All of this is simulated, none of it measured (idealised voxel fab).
The process module that follows is named voxel spacer lines.
Pictured: cross-section cut, 275 nm wide, on a grid of 5 nm square cells.
Each cross-section below is a grid of square cells, stated as bands in top-down order, with one or more rows of cells making up each band.
Top, bottom (nm), then materials left to right with widths (nm); lone material tagged "full width" fills the whole band edge to edge; "air" = empty space.
Heights from 0 (as-received wafer is one material below). Bottom band endless downward, as "0..down".
The two numbers in a width such as "30..40" mark its ends across the band: the first belongs to the top row of cells, the second to the bottom row, and from each row to the next the width moves by the same amount.
Key: "left unchanged" - step with no changed cell in the cross-section.
The entry "Sealed voids" lists the empty spaces that cover at least 8 cells and have no open path to the top. Each is written as width x height at distance, where the distance is measured from the left edge and all three values are in nm.
Whatever follows a step's settings on its line is a remark the simulator itself makes about that step.
overlay nm: on a step with a mask, how far right of its planned place the mask lay; negative means left.
-- List of planned process steps
1 RECEIVE: material Si
2 CONFORMAL_DEP: material Al2O3, thk nm 5
3 DIRECTIONAL_DEP: material SiN, thk nm 10
4 DIRECTIONAL_DEP: material aC, thk nm 20
5 PATTERN: tone cover, mask id MANDREL, material resist, width nm 15, pitch nm 60, thk nm 30, overlay nm 0
6 DIRECTIONAL_ETCH: etch materials aC, depth nm 20
7 STRIP: etch materials resist
8 CONFORMAL_DEP: material SiO2, thk nm 15
9 DIRECTIONAL_ETCH: etch materials SiO2, depth nm 15
10 STRIP: etch materials aC
11 DIRECTIONAL_ETCH: etch materials SiN, depth nm 10
12 STRIP: etch materials SiO2
13 FILL_DEP: material lowk, thk nm 5
14 CMP: height nm 15
-- First of two wafers, processed according to plan
-- So this is the incoming wafer in cross-section - it's already been through step 1
	0..down: Si full width
	Sealed voids: none
-- Wafer section view after processing step 2
	5..0: Al2O3 full width
	below 0: unchanged
-- Wafer section view after processing step 3
	15..5: SiN full width
	below 5: unchanged
-- Wafer section view after processing step 4
	35..15: aC full width
	below 15: unchanged
-- Wafer section view after processing step 5
	65..35: air: 70; resist: 15; air: 45; resist: 15; air: 45; resist: 15; air: 70
	below 35: unchanged
-- Wafer section view after processing step 6
	45..35: air: 70; resist: 15; air: 45; resist: 15; air: 45; resist: 15; air: 70
	35..15: air: 70; aC: 15; air: 45; aC: 15; air: 45; aC: 15; air: 70
	below 15: unchanged
-- Wafer section view after processing step 7
	35..15: air: 70; aC: 15; air: 45; aC: 15; air: 45; aC: 15; air: 70
	below 15: unchanged
-- Wafer section view after processing step 8
	50..35: air: 55; SiO2: 45; air: 15; SiO2: 45; air: 15; SiO2: 45; air: 55
	35..30: air: 55; SiO2: 15; aC: 15; SiO2: 15; air: 15; SiO2: 15; aC: 15; SiO2: 15; air: 15; SiO2: 15; aC: 15; SiO2: 15; air: 55
	30..15: SiO2: 70; aC: 15; SiO2: 45; aC: 15; SiO2: 45; aC: 15; SiO2: 70
	below 15: unchanged
-- Wafer section view after processing step 9
	35..15: air: 55; SiO2: 15; aC: 15; SiO2: 15; air: 15; SiO2: 15; aC: 15; SiO2: 15; air: 15; SiO2: 15; aC: 15; SiO2: 15; air: 55
	below 15: unchanged
-- Wafer section view after processing step 10
	35..15: air: 55; SiO2: 15; air: 15; SiO2: 15; air: 15; SiO2: 15; air: 15; SiO2: 15; air: 15; SiO2: 15; air: 15; SiO2: 15; air: 55
	below 15: unchanged
-- Wafer section view after processing step 11
	35..15: air: 55; SiO2: 15; air: 15; SiO2: 15; air: 15; SiO2: 15; air: 15; SiO2: 15; air: 15; SiO2: 15; air: 15; SiO2: 15; air: 55
	15..5: air: 55; SiN: 15; air: 15; SiN: 15; air: 15; SiN: 15; air: 15; SiN: 15; air: 15; SiN: 15; air: 15; SiN: 15; air: 55
	below 5: unchanged
-- Wafer section view after processing step 12
	15..5: air: 55; SiN: 15; air: 15; SiN: 15; air: 15; SiN: 15; air: 15; SiN: 15; air: 15; SiN: 15; air: 15; SiN: 15; air: 55
	below 5: unchanged
-- Wafer section view after processing step 13
	20..15: lowk full width
	15..5: lowk: 55; SiN: 15; lowk: 15; SiN: 15; lowk: 15; SiN: 15; lowk: 15; SiN: 15; lowk: 15; SiN: 15; lowk: 15; SiN: 15; lowk: 55
	below 5: unchanged
-- Wafer section view after processing step 14
	15..5: lowk: 55; SiN: 15; lowk: 15; SiN: 15; lowk: 15; SiN: 15; lowk: 15; SiN: 15; lowk: 15; SiN: 15; lowk: 15; SiN: 15; lowk: 55
	below 5: unchanged
-- For the second wafer, take the first wafer's start and plan, then add one mistake made in running it; everything through step 1, that step included, is shared with the first
Second wafer profile in section, at the moment step 2 of the plan was meant to be complete: left unchanged
-- Second wafer profile in section, at the moment step 3 of the plan was meant to be complete
	10..0: SiN full width
	below 0: unchanged
-- Second wafer profile in section, at the moment step 4 of the plan was meant to be complete
	30..10: aC full width
	below 10: unchanged
-- Second wafer profile in section, at the moment step 5 of the plan was meant to be complete
	60..30: air: 70; resist: 15; air: 45; resist: 15; air: 45; resist: 15; air: 70
	below 30: unchanged
-- Second wafer profile in section, at the moment step 6 of the plan was meant to be complete
	40..30: air: 70; resist: 15; air: 45; resist: 15; air: 45; resist: 15; air: 70
	30..10: air: 70; aC: 15; air: 45; aC: 15; air: 45; aC: 15; air: 70
	below 10: unchanged
-- Second wafer profile in section, at the moment step 7 of the plan was meant to be complete
	30..10: air: 70; aC: 15; air: 45; aC: 15; air: 45; aC: 15; air: 70
	below 10: unchanged
-- Second wafer profile in section, at the moment step 8 of the plan was meant to be complete
	45..30: air: 55; SiO2: 45; air: 15; SiO2: 45; air: 15; SiO2: 45; air: 55
	30..25: air: 55; SiO2: 15; aC: 15; SiO2: 15; air: 15; SiO2: 15; aC: 15; SiO2: 15; air: 15; SiO2: 15; aC: 15; SiO2: 15; air: 55
	25..10: SiO2: 70; aC: 15; SiO2: 45; aC: 15; SiO2: 45; aC: 15; SiO2: 70
	below 10: unchanged
-- Second wafer profile in section, at the moment step 9 of the plan was meant to be complete
	30..10: air: 55; SiO2: 15; aC: 15; SiO2: 15; air: 15; SiO2: 15; aC: 15; SiO2: 15; air: 15; SiO2: 15; aC: 15; SiO2: 15; air: 55
	below 10: unchanged
-- Second wafer profile in section, at the moment step 10 of the plan was meant to be complete
	30..10: air: 55; SiO2: 15; air: 15; SiO2: 15; air: 15; SiO2: 15; air: 15; SiO2: 15; air: 15; SiO2: 15; air: 15; SiO2: 15; air: 55
	below 10: unchanged
-- Second wafer profile in section, at the moment step 11 of the plan was meant to be complete
	30..10: air: 55; SiO2: 15; air: 15; SiO2: 15; air: 15; SiO2: 15; air: 15; SiO2: 15; air: 15; SiO2: 15; air: 15; SiO2: 15; air: 55
	10..0: air: 55; SiN: 15; air: 15; SiN: 15; air: 15; SiN: 15; air: 15; SiN: 15; air: 15; SiN: 15; air: 15; SiN: 15; air: 55
	below 0: unchanged
-- Second wafer profile in section, at the moment step 12 of the plan was meant to be complete
	10..0: air: 55; SiN: 15; air: 15; SiN: 15; air: 15; SiN: 15; air: 15; SiN: 15; air: 15; SiN: 15; air: 15; SiN: 15; air: 55
	below 0: unchanged
-- Second wafer profile in section, at the moment step 13 of the plan was meant to be complete
	15..10: lowk full width
	10..0: lowk: 55; SiN: 15; lowk: 15; SiN: 15; lowk: 15; SiN: 15; lowk: 15; SiN: 15; lowk: 15; SiN: 15; lowk: 15; SiN: 15; lowk: 55
	below 0: unchanged
Second wafer profile in section, at the moment step 14 of the plan was meant to be complete: left unchanged
Where did the run depart from the plan? step 2 of the plan never got run, it was skipped over
Cell-count delta at end, second wafer over first, by material: Al2O3: 55 fewer; lowk: 55 more
